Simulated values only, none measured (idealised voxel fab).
process module | voxel wiring stack
cross-section cut | 260 nm wide | cells 5 nm
A cross-section is a grid of square cells, given in bands from the top down. A band is one or more rows of cells.
Each band's line starts with the height of the band's top and of its bottom, in nm. Then come its materials from left to right, each with its width in nm. One material with "throughout" fills the band from edge to edge. "air" is empty space.
Height 0 is the level under which the wafer as received is all one material. The lowest band goes on downwards, as in "0 down".
A width such as "30 to 40" changes by the same amount from each row of cells to the next, from the band's top row to its bottom row.
"no change" after a step means that no cell of the cross-section changed.
closed voids: empty space of 8 cells or more with no open way to the top, each as width x height at its distance from the left edge, in nm
after a step's settings: what the simulator itself notes on the step
overlay nm, on a step with a mask: how far to the right of its planned place the mask lay; to the left if negative
plan
1 op RECEIVE | material Si
2 op CONFORMAL_DEP | material SiO2 | thk nm 10
3 op CONFORMAL_DEP | material SiCN | thk nm 5
4 op DIRECTIONAL_DEP | material SiO2 | thk nm 15
5 op PATTERN | tone open | mask id METAL_1 | material resist | width nm 30 | pitch nm 55 | thk nm 20 | overlay nm 0
6 op DIRECTIONAL_ETCH | etch materials SiO2 | depth nm 15
7 op DIRECTIONAL_ETCH | etch materials SiCN | depth nm 5
8 op STRIP | etch materials resist
9 op CONFORMAL_DEP | material TiN | thk nm 5
10 op FILL_DEP | material Cu | thk nm 5
11 op CMP | height nm 30
12 op CONFORMAL_DEP | material SiCN | thk nm 5
13 op DIRECTIONAL_DEP | material SiO2 | thk nm 20
14 op MASKED_ETCH | tone open | mask id PLUG_1 | width nm 15 | pitch nm 55 | etch materials SiO2 | depth nm 20 | overlay nm 0
15 op MASKED_ETCH | tone open | mask id PLUG_1 | width nm 15 | pitch nm 55 | etch materials SiCN | depth nm 5 | overlay nm 0
16 op EPI | material Ru | thk nm 10
17 op EPI | material Ru | thk nm 10
18 op EPI | material Ru | thk nm 5
19 op CONFORMAL_DEP | material SiCN | thk nm 5
20 op DIRECTIONAL_DEP | material lowk | thk nm 20
21 op PATTERN | tone open | mask id METAL_2 | material resist | width nm 30 | pitch nm 55 | thk nm 20 | overlay nm 0
22 op DIRECTIONAL_ETCH | etch materials lowk | depth nm 20
23 op DIRECTIONAL_ETCH | etch materials SiCN | depth nm 5
24 op STRIP | etch materials resist
25 op CONFORMAL_DEP | material TiN | thk nm 5
26 op FILL_DEP | material Cu | thk nm 10
27 op CMP | height nm 80
28 op CONFORMAL_DEP | material SiCN | thk nm 5
29 op DIRECTIONAL_DEP | material lowk | thk nm 30
30 op MASKED_ETCH | tone open | mask id METAL_3_HOLES | width nm 15 | pitch nm 55 | etch materials lowk | depth nm 30 | overlay nm 0
31 op MASKED_ETCH | tone open | mask id METAL_3 | width nm 30 | pitch nm 55 | etch materials lowk | depth nm 20 | overlay nm 0
32 op MASKED_ETCH | tone open | mask id METAL_3 | width nm 30 | pitch nm 55 | etch materials SiCN | depth nm 5 | overlay nm 0
33 op CONFORMAL_DEP | material TiN | thk nm 5
34 op FILL_DEP | material Cu | thk nm 5
35 op CMP | height nm 115
36 op CONFORMAL_DEP | material SiCN | thk nm 5
37 op DIRECTIONAL_DEP | material lowk | thk nm 10
38 op DIRECTIONAL_DEP | material aC | thk nm 10
39 op PATTERN | tone open | mask id PLUG_3 | material resist | width nm 15 | thk nm 25 | overlay nm 0
40 op DIRECTIONAL_ETCH | etch materials aC | depth nm 10
41 op STRIP | etch materials resist
42 op DIRECTIONAL_ETCH | etch materials lowk | depth nm 10
43 op DIRECTIONAL_ETCH | etch materials SiCN | depth nm 5
44 op STRIP | etch materials aC
45 op CONFORMAL_DEP | material TiN | thk nm 5
46 op FILL_DEP | material W | thk nm 10
47 op CMP | height nm 130
48 op CONFORMAL_DEP | material SiN | thk nm 5
49 op DIRECTIONAL_DEP | material lowk | thk nm 25
50 op MASKED_ETCH | tone open | mask id METAL_4 | width nm 30 | pitch nm 55 | etch materials lowk | depth nm 25 | overlay nm 0
51 op MASKED_ETCH | tone open | mask id METAL_4 | width nm 30 | pitch nm 55 | etch materials SiN | depth nm 5 | overlay nm 0
52 op CONFORMAL_DEP | material TiN | thk nm 5
53 op FILL_DEP | material Cu | thk nm 5
54 op CMP | height nm 160
55 op EPI | material Ru | thk nm 5
56 op FILL_DEP | material SiCN | thk nm 5
as received, after step 1
  0 down: Si throughout
  closed voids: none
first wafer at the end, as planned
  170 to 165: SiCN throughout
  165 to 160: SiCN 80 | Ru 40 | SiCN 15 | Ru 40 | SiCN 85
  160 to 135: lowk 85 | TiN 5 | Cu 20 | TiN 5 | lowk 25 | TiN 5 | Cu 20 | TiN 5 | lowk 90
  135 to 130: SiN 85 | TiN 30 | SiN 25 | TiN 30 | SiN 90
  130 to 120: lowk 85 | TiN 5 | W 5 | TiN 5 | lowk 160
  120 to 115: SiCN 85 | TiN 15 | SiCN 160
  115 to 100: lowk 85 | TiN 5 | Cu 20 | TiN 5 | lowk 25 | TiN 5 | Cu 20 | TiN 5 | lowk 90
  100 to 95: lowk 85 | TiN 5 | Cu 5 | TiN 20 | lowk 25 | TiN 5 | Cu 5 | TiN 20 | lowk 90
  95 to 85: lowk 85 | TiN 5 | Cu 5 | TiN 5 | lowk 40 | TiN 5 | Cu 5 | TiN 5 | lowk 105
  85 to 80: SiCN 85 | TiN 15 | SiCN 40 | TiN 15 | SiCN 105
  80 to 60: lowk 85 | TiN 5 | Cu 20 | TiN 5 | lowk 25 | TiN 5 | Cu 20 | TiN 5 | lowk 90
  60 to 55: SiCN 85 | TiN 30 | SiCN 25 | TiN 30 | SiCN 90
  55 to 35: SiO2 85 | Ru 15 | SiO2 40 | Ru 15 | SiO2 105
  35 to 30: SiCN 85 | Ru 15 | SiCN 40 | Ru 15 | SiCN 105
  30 to 15: SiO2 85 | TiN 5 | Cu 20 | TiN 5 | SiO2 25 | TiN 5 | Cu 20 | TiN 5 | SiO2 90
  15 to 10: SiCN 85 | TiN 30 | SiCN 25 | TiN 30 | SiCN 90
  10 to 0: SiO2 throughout
  0 down: Si throughout
  closed voids: none
second wafer at the end: like start, like plan, one mistake
  170 to 165: SiCN throughout
  165 to 160: SiCN 80 | Ru 40 | SiCN 15 | Ru 40 | SiCN 85
  160 to 135: lowk 85 | TiN 5 | Cu 20 | TiN 5 | lowk 25 | TiN 5 | Cu 20 | TiN 5 | lowk 90
  135 to 130: SiN 85 | TiN 30 | SiN 25 | TiN 30 | SiN 90
  130 to 120: lowk 85 | TiN 5 | W 5 | TiN 5 | lowk 160
  120 to 115: SiCN 85 | TiN 15 | SiCN 160
  115 to 100: lowk 85 | TiN 5 | Cu 20 | TiN 5 | lowk 25 | TiN 5 | Cu 20 | TiN 5 | lowk 90
  100 to 95: lowk 85 | TiN 5 | Cu 5 | TiN 20 | lowk 25 | TiN 5 | Cu 5 | TiN 20 | lowk 90
  95 to 85: lowk 85 | TiN 5 | Cu 5 | TiN 5 | lowk 40 | TiN 5 | Cu 5 | TiN 5 | lowk 105
  85 to 80: SiCN 85 | TiN 15 | SiCN 40 | TiN 15 | SiCN 105
  80 to 60: lowk 85 | TiN 5 | Cu 20 | TiN 5 | lowk 25 | TiN 5 | Cu 20 | TiN 5 | lowk 90
  60 to 55: SiCN 85 | TiN 30 | SiCN 25 | TiN 30 | SiCN 90
  55 to 35: SiO2 85 | Ru 15 | SiO2 40 | Ru 15 | SiO2 105
  35 to 30: SiCN 85 | Ru 15 | SiCN 40 | Ru 15 | SiCN 105
  30 to 20: SiO2 85 | TiN 5 | Cu 20 | TiN 5 | SiO2 25 | TiN 5 | Cu 20 | TiN 5 | SiO2 90
  20 to 15: SiO2 85 | TiN 30 | SiO2 25 | TiN 30 | SiO2 90
  15 to 10: TiN throughout
  10 to 0: SiO2 throughout
  0 down: Si throughout
  closed voids: none
what went wrong: step 3 ran as: op CONFORMAL_DEP | material TiN | thk nm 5
at the end the second wafer has, in cells: 8 fewer of Cu | 40 fewer of SiCN | 48 more of TiN
